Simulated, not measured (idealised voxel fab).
The following process module bears the name voxel fin reveal.
This is section cut - it's 155 nm across, gridded in 5 nm square cells.
If you're reading a cross-section in this doc, picture square cells in a grid; it comes to you as bands, top ones listed first down to the bottom, and a band can be one or more rows of cells. Look at the band entry: it leads with the top's height and the bottom's height in nm. Then it lists the materials left to right, with a width in nm for each. The word "edge to edge" on a single material says that material fills the band edge to edge. The word "empty" is empty space. Measure heights from 0. That's the level where, below it, the as-received wafer is all one material. The lowest band is bottomless and extends downward; write it as in "0..down". The two numbers in a width such as "30..40" mark its ends across the band: the first belongs to the top row of cells, the second to the bottom row, and from each row to the next the width moves by the same amount. "nothing altered", as given for a step, is the statement that not any cell of the cross-section underwent a change during that step. Reported under the label "Fully closed voids" are the empty spaces having no open way to the top and comprising 8 cells or more; the notation for each is width x height at distance, in which the distance is measured from the left edge and all three values are in nm. That trailing text on a step's line, after the settings, is the simulator's own remark on the step. "overlay nm" denotes, for a step that has a mask, the displacement of the mask to the right of its planned place, with negative values corresponding to the left.
INTENDED PROCESS STEPS
step 1: RECEIVE [material Si]
step 2: CONFORMAL_DEP [material SiN] [thk nm 10]
step 3: MASKED_ETCH [tone cover] [mask id FINS] [width nm 15] [pitch nm 35] [etch materials SiN] [depth nm 10] [overlay nm 0]
step 4: MASKED_ETCH [tone cover] [mask id FINS] [width nm 15] [pitch nm 35] [etch materials Si] [depth nm 30] [overlay nm 0]
step 5: OXIDIZE [depth nm 5]
step 6: FILL_DEP [material SiO2] [thk nm 15]
step 7: CMP [height nm 10]
step 8: SELECTIVE_ETCH [etch materials SiO2] [depth nm 25]
step 9: STRIP [etch materials SiN]
AS RECEIVED (POST STEP 1): CROSS-SECTION
> 0..down = Si edge to edge
> Fully closed voids: none
CROSS-SECTION TAKEN AT MODULE COMPLETION ON THE FIRST OF TWO WAFERS; PROCESSED PER THE PLAN
> 0..-15 = 40 nm empty / 5 nm Si / 30 nm empty / 5 nm Si / 30 nm empty / 5 nm Si / 40 nm empty
> -15..-35 = 40 nm SiO2 / 5 nm Si / 30 nm SiO2 / 5 nm Si / 30 nm SiO2 / 5 nm Si / 40 nm SiO2
> -35..down = Si edge to edge
> Fully closed voids: none
PRESENTED HERE IS A CROSS-SECTION OF THE SECOND OF THE TWO WAFERS AS IT STOOD AT THE END OF THE MODULE. IT WAS STARTED IN THE SAME MANNER AND ASSIGNED THE SAME PLAN AS THE FIRST WAFER; HOWEVER, ONE MISTAKE WAS MADE IN ITS EXECUTION
> 0..-15 = 40 nm empty / 5 nm Si / 30 nm empty / 5 nm Si / 30 nm empty / 5 nm Si / 40 nm empty
> -15..-25 = 40 nm SiO2 / 5 nm Si / 30 nm SiO2 / 5 nm Si / 30 nm SiO2 / 5 nm Si / 40 nm SiO2
> -25..down = Si edge to edge
> Fully closed voids: none
So what did we get wrong on this run? step 4 was run on a setting that differed from the plan, and what really ran there is MASKED_ETCH [tone cover] [mask id FINS] [width nm 15] [pitch nm 35] [etch materials Si] [depth nm 20] [overlay nm 0]
End of process, cell counts, second wafer against first, materials with more or fewer: Si: 56 more, SiO2: 56 fewer
